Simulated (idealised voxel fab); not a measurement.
The following is a process module called voxel ribs on slabs.
FYI the section here is cut, 265 nm wide, cells are 5 nm squares.
Each cross-section below is a grid of square cells, stated as bands in top-down order, with one or more rows of cells making up each band. The entry gives the band's vertical extent as a top height and a bottom height in nm, then its horizontal make-up as materials from left to right, each with a width in nm. "air" stands for empty space; a single material marked "all across" fills the band edge to edge. The level at which height equals 0 is the one under which the wafer, as it arrives, is entirely one material. No lower edge exists for the bottom band, which continues downward and is notated as in "0..down". A width given as "30 to 40" starts at the first number in the band's top row and ends at the second number in its bottom row, shifting by an equal amount at every step from row to row. For the purposes of this document, the phrase "nothing was modified" attached to a step denotes that no cell within the cross-section was modified by that step. You'll see "Entrapped void list" listing empty spaces that have no way open to the top, as long as they're 8 cells or more; the notation is width x height at distance, where the distance is from the left edge, and all of it is in nm. Note: text after step settings on the step line = simulator remark on that step. overlay nm: how far to the right of its planned place the mask lay on this masked step (negative: to the left).

### List of planned process steps
1 op RECEIVE | material Si
2 op DIRECTIONAL_DEP | material SiO2 | thk nm 30
3 op DIRECTIONAL_DEP | material polySi | thk nm 20
4 op DIRECTIONAL_DEP | material aC | thk nm 10
5 op PATTERN | tone cover | mask id RIB | material resist | width nm 25 | thk nm 25 | overlay nm 0
6 op DIRECTIONAL_ETCH | etch materials aC | depth nm 10
7 op STRIP | etch materials resist
8 op DIRECTIONAL_ETCH | etch materials polySi | depth nm 10
9 op STRIP | etch materials aC
10 op MASKED_ETCH | tone cover | mask id SLAB | width nm 85 | etch materials polySi | depth nm 10 | overlay nm 0
11 op FILL_DEP | material SiO2 | thk nm 30
12 op CMP | height nm 70
13 op DIRECTIONAL_DEP | material TiN | thk nm 5
14 op DIRECTIONAL_DEP | material aC | thk nm 10
15 op PATTERN | tone cover | mask id HEATER | material resist | width nm 35 | thk nm 30 | overlay nm 0
16 op DIRECTIONAL_ETCH | etch materials aC | depth nm 10
17 op STRIP | etch materials resist
18 op DIRECTIONAL_ETCH | etch materials TiN | depth nm 5
19 op STRIP | etch materials aC
20 op CONFORMAL_DEP | material SiN | thk nm 5

### Below: the first of two wafers, run as planned

### Here's what the wafer looked like in cross-section when it arrived - that's after step 1
- 0..down = Si all across
- Entrapped void list: none

### Cross-section: wafer state after step 2
- 30..0 = SiO2 all across
- below 0: unchanged

### Cross-section: wafer state after step 3
- 50..30 = polySi all across
- below 30: unchanged

### Cross-section: wafer state after step 4
- 60..50 = aC all across
- below 50: unchanged

### Cross-section: wafer state after step 5
- 85..60 = air 120; resist 25; air 120
- below 60: unchanged

### Cross-section: wafer state after step 6
- 75..60 = air 120; resist 25; air 120
- 60..50 = air 120; aC 25; air 120
- below 50: unchanged

### Cross-section: wafer state after step 7
- 60..50 = air 120; aC 25; air 120
- below 50: unchanged

### Cross-section: wafer state after step 8
- 60..50 = air 120; aC 25; air 120
- 50..40 = air 120; polySi 25; air 120
- below 40: unchanged

### Cross-section: wafer state after step 9
- 50..40 = air 120; polySi 25; air 120
- below 40: unchanged

### Cross-section: wafer state after step 10
- 50..40 = air 120; polySi 25; air 120
- 40..30 = air 90; polySi 85; air 90
- below 30: unchanged

### Cross-section: wafer state after step 11
- 80..50 = SiO2 all across
- 50..40 = SiO2 120; polySi 25; SiO2 120
- 40..30 = SiO2 90; polySi 85; SiO2 90
- below 30: unchanged

### Cross-section: wafer state after step 12
- 70..50 = SiO2 all across
- below 50: unchanged

### Cross-section: wafer state after step 13
- 75..70 = TiN all across
- below 70: unchanged

### Cross-section: wafer state after step 14
- 85..75 = aC all across
- below 75: unchanged

### Cross-section: wafer state after step 15
- 115..85 = air 115; resist 35; air 115
- below 85: unchanged

### Cross-section: wafer state after step 16
- 105..85 = air 115; resist 35; air 115
- 85..75 = air 115; aC 35; air 115
- below 75: unchanged

### Cross-section: wafer state after step 17
- 85..75 = air 115; aC 35; air 115
- below 75: unchanged

### Cross-section: wafer state after step 18
- 85..75 = air 115; aC 35; air 115
- 75..70 = air 115; TiN 35; air 115
- below 70: unchanged

### Cross-section: wafer state after step 19
- 75..70 = air 115; TiN 35; air 115
- below 70: unchanged

### Cross-section: wafer state after step 20
- 80..75 = air 110; SiN 45; air 110
- 75..70 = SiN 115; TiN 35; SiN 115
- below 70: unchanged

### It is to be noted that the second wafer proceeded from the same initial state and according to the same plan as the first, although one mistake was committed in its execution; through step 9, inclusive, the two wafers share an identical history

### Second wafer at the planned finish of step 10, seen in cross-section
- 50..40 = air 120; polySi 25; air 120
- 40..30 = air 95; polySi 75; air 95
- below 30: unchanged

### Second wafer at the planned finish of step 11, seen in cross-section
- 80..50 = SiO2 all across
- 50..40 = SiO2 120; polySi 25; SiO2 120
- 40..30 = SiO2 95; polySi 75; SiO2 95
- below 30: unchanged

### Second wafer at the planned finish of step 12, seen in cross-section
- 70..50 = SiO2 all across
- below 50: unchanged

### Second wafer at the planned finish of step 13, seen in cross-section
- 75..70 = TiN all across
- below 70: unchanged

### Second wafer at the planned finish of step 14, seen in cross-section
- 85..75 = aC all across
- below 75: unchanged

### Second wafer at the planned finish of step 15, seen in cross-section
- 115..85 = air 115; resist 35; air 115
- below 85: unchanged

### Second wafer at the planned finish of step 16, seen in cross-section
- 105..85 = air 115; resist 35; air 115
- 85..75 = air 115; aC 35; air 115
- below 75: unchanged

### Second wafer at the planned finish of step 17, seen in cross-section
- 85..75 = air 115; aC 35; air 115
- below 75: unchanged

### Second wafer at the planned finish of step 18, seen in cross-section
- 85..75 = air 115; aC 35; air 115
- 75..70 = air 115; TiN 35; air 115
- below 70: unchanged

### Second wafer at the planned finish of step 19, seen in cross-section
- 75..70 = air 115; TiN 35; air 115
- below 70: unchanged

### Second wafer at the planned finish of step 20, seen in cross-section
- 80..75 = air 110; SiN 45; air 110
- 75..70 = SiN 115; TiN 35; SiN 115
- below 70: unchanged
Which mistake was made when the wafer was run? step 10 did not happen as planned, as run it was op MASKED_ETCH | tone cover | mask id SLAB | width nm 75 | etch materials polySi | depth nm 10 | overlay nm 0
Final tally in cells, some materials are higher or lower on the second wafer than on the first: 4 more of SiO2, 4 fewer of polySi
